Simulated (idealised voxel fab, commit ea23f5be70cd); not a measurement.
process module | voxel spacer lines
cross-section cut | 180 nm wide | cells 5 nm
A cross-section is a grid of square cells, given in bands from the top down. A band is one or more rows of cells.
Each band's line starts with the height of the band's top and of its bottom, in nm. Then come its materials from left to right, each with its width in nm. One material with "throughout" fills the band from edge to edge. "air" is empty space.
Height 0 is the level under which the wafer as received is all one material. The lowest band goes on downwards, as in "0 down".
A width such as "30 to 40" changes by the same amount from each row of cells to the next, from the band's top row to its bottom row.
"no change" after a step means that no cell of the cross-section changed.
closed voids: empty space of 8 cells or more with no open way to the top, each as width x height at its distance from the left edge, in nm
after a step's settings: what the simulator itself notes on the step
overlay nm, on a step with a mask: how far to the right of its planned place the mask lay; to the left if negative
plan
1 op RECEIVE | material Si
2 op CONFORMAL_DEP | material Al2O3 | thk nm 5
3 op DIRECTIONAL_DEP | material TiN | thk nm 15
4 op DIRECTIONAL_DEP | material polySi | thk nm 25
5 op PATTERN | tone cover | mask id MANDREL | material resist | width nm 25 | pitch nm 80 | thk nm 30 | overlay nm 0
6 op DIRECTIONAL_ETCH | etch materials polySi | depth nm 25
7 op STRIP | etch materials resist
8 op CONFORMAL_DEP | material SiO2 | thk nm 15
9 op DIRECTIONAL_ETCH | etch materials SiO2 | depth nm 15
10 op STRIP | etch materials polySi
11 op DIRECTIONAL_ETCH | etch materials TiN | depth nm 15
12 op STRIP | etch materials SiO2
first wafer, as planned
as received, after step 1
  0 down: Si throughout
  closed voids: none
after step 2
  5 to 0: Al2O3 throughout
  below 0: unchanged
after step 3
  20 to 5: TiN throughout
  below 5: unchanged
after step 4
  45 to 20: polySi throughout
  below 20: unchanged
after step 5
  75 to 45: air 35 | resist 25 | air 55 | resist 25 | air 40
  below 45: unchanged
after step 6
  75 to 45: air 35 | resist 25 | air 55 | resist 25 | air 40
  45 to 20: air 35 | polySi 25 | air 55 | polySi 25 | air 40
  below 20: unchanged
after step 7
  45 to 20: air 35 | polySi 25 | air 55 | polySi 25 | air 40
  below 20: unchanged
after step 8
  60 to 45: air 20 | SiO2 55 | air 25 | SiO2 55 | air 25
  45 to 35: air 20 | SiO2 15 | polySi 25 | SiO2 15 | air 25 | SiO2 15 | polySi 25 | SiO2 15 | air 25
  35 to 20: SiO2 35 | polySi 25 | SiO2 55 | polySi 25 | SiO2 40
  below 20: unchanged
after step 9
  45 to 20: air 20 | SiO2 15 | polySi 25 | SiO2 15 | air 25 | SiO2 15 | polySi 25 | SiO2 15 | air 25
  below 20: unchanged
after step 10
  45 to 20: air 20 | SiO2 15 | air 25 | SiO2 15 | air 25 | SiO2 15 | air 25 | SiO2 15 | air 25
  below 20: unchanged
after step 11
  45 to 20: air 20 | SiO2 15 | air 25 | SiO2 15 | air 25 | SiO2 15 | air 25 | SiO2 15 | air 25
  20 to 5: air 20 | TiN 15 | air 25 | TiN 15 | air 25 | TiN 15 | air 25 | TiN 15 | air 25
  below 5: unchanged
after step 12
  20 to 5: air 20 | TiN 15 | air 25 | TiN 15 | air 25 | TiN 15 | air 25 | TiN 15 | air 25
  below 5: unchanged
second wafer: like start, like plan, one mistake. Through step 7 it matches the first wafer
when step 8 should have ended
  60 to 45: air 20 | TiN 55 | air 25 | TiN 55 | air 25
  45 to 35: air 20 | TiN 15 | polySi 25 | TiN 15 | air 25 | TiN 15 | polySi 25 | TiN 15 | air 25
  35 to 20: TiN 35 | polySi 25 | TiN 55 | polySi 25 | TiN 40
  below 20: unchanged
when step 9 should have ended: no change
when step 10 should have ended: no change
when step 11 should have ended
  45 to 20: air 20 | TiN 15 | polySi 25 | TiN 15 | air 25 | TiN 15 | polySi 25 | TiN 15 | air 25
  below 20: unchanged
when step 12 should have ended: no change
what went wrong: step 8 ran as: op CONFORMAL_DEP | material TiN | thk nm 15
at the end the second wafer has, in cells: 132 more of TiN | 50 more of polySi
